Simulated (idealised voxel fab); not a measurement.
Process module under the name voxel released beams
We display cut, a cross-section 290 nm in width whose square cells are each 5 nm.
Heads up, the way a cross-section reads in here is a grid of square cells, handed over as bands from the top down, with every band being one or more rows of cells. Each band's line starts with the height of the band's top and of its bottom, in nm. Then come its materials from left to right, each with its width in nm. One material with "edge to edge" fills the band from edge to edge. "blank" is empty space. A quick word on heights: they are counted from 0, and under that level the wafer as it came to us is one material throughout. The lowest band is different from the rest in having no bottom; it simply continues downward, written as in "0 -> down". A width given as "30 to 40" starts at the first number in the band's top row and ends at the second number in its bottom row, shifting by an equal amount at every step from row to row. You'll sometimes find "no change occurred" written for a step, and that's the way of saying that nowhere in the cross-section did a cell change during that step. "Fully enclosed voids" contains a list of empty spaces, each no smaller than 8 cells and without an open way to the top, written in the form width x height at distance with the distance from the left edge and all three in nm. Anything after a step's settings on that line? It's the simulator's own note about the step. A step line may carry the setting "overlay nm", which, for steps involving a mask, states the distance by which the mask lay to the right of its intended position; negative values denote displacement to the left.
# The planned process steps are enumerated hereunder
1. RECEIVE,material Si
2. CONFORMAL_DEP,material Al2O3,thk nm 5
3. DIRECTIONAL_DEP,material SiO2,thk nm 10
4. PATTERN,tone open,mask id ANCHOR,material resist,width nm 35,thk nm 20,overlay nm 0
5. DIRECTIONAL_ETCH,etch materials SiO2,depth nm 10
6. STRIP,etch materials resist
7. CONFORMAL_DEP,material SiN,thk nm 10
8. PATTERN,tone cover,mask id BEAM,material resist,width nm 80,thk nm 20,overlay nm 0
9. DIRECTIONAL_ETCH,etch materials SiN,depth nm 10
10. STRIP,etch materials resist
11. STRIP,etch materials SiO2
For this document, wafers share an identical start and vary in the step 8 width nm; the plan quotes the first wafer's value.
# Cross-section of the first of several wafers on receipt, reflecting completion of step 1
- 0 -> down | Si edge to edge
- Fully enclosed voids: none
# Cross-sectional representation of the first of several wafers at the end of the module, i.e. after its terminal step, step 11
- 25 -> 15 | 100 of blank | 10 of SiN | 15 of blank | 55 of SiN | 110 of blank
- 15 -> 5 | 100 of blank | 35 of SiN | 155 of blank
- 5 -> 0 | Al2O3 edge to edge
- 0 -> down | Si edge to edge
- Fully enclosed voids: none
# Final wafer cross-section at module end
- 25 -> 15 | 90 of blank | 20 of SiN | 15 of blank | 70 of SiN | 95 of blank
- 15 -> 5 | 100 of blank | 35 of SiN | 155 of blank
- 5 -> 0 | Al2O3 edge to edge
- 0 -> down | Si edge to edge
- Fully enclosed voids: none
# For your reference, the table is organized with a row per wafer; each row reflects the wafer at the end of the module, indicating for each material the cells gained (+) or lost (-) since receipt, and thereafter its closed voids
width nm 80; +58 Al2O3; +40 SiN; Fully enclosed voids: none
width nm 85; +58 Al2O3; +42 SiN; Fully enclosed voids: none
width nm 90; +58 Al2O3; +44 SiN; Fully enclosed voids: none
width nm 95; +58 Al2O3; +46 SiN; Fully enclosed voids: none
width nm 100; +58 Al2O3; +48 SiN; Fully enclosed voids: none
width nm 105; +58 Al2O3; +50 SiN; Fully enclosed voids: none
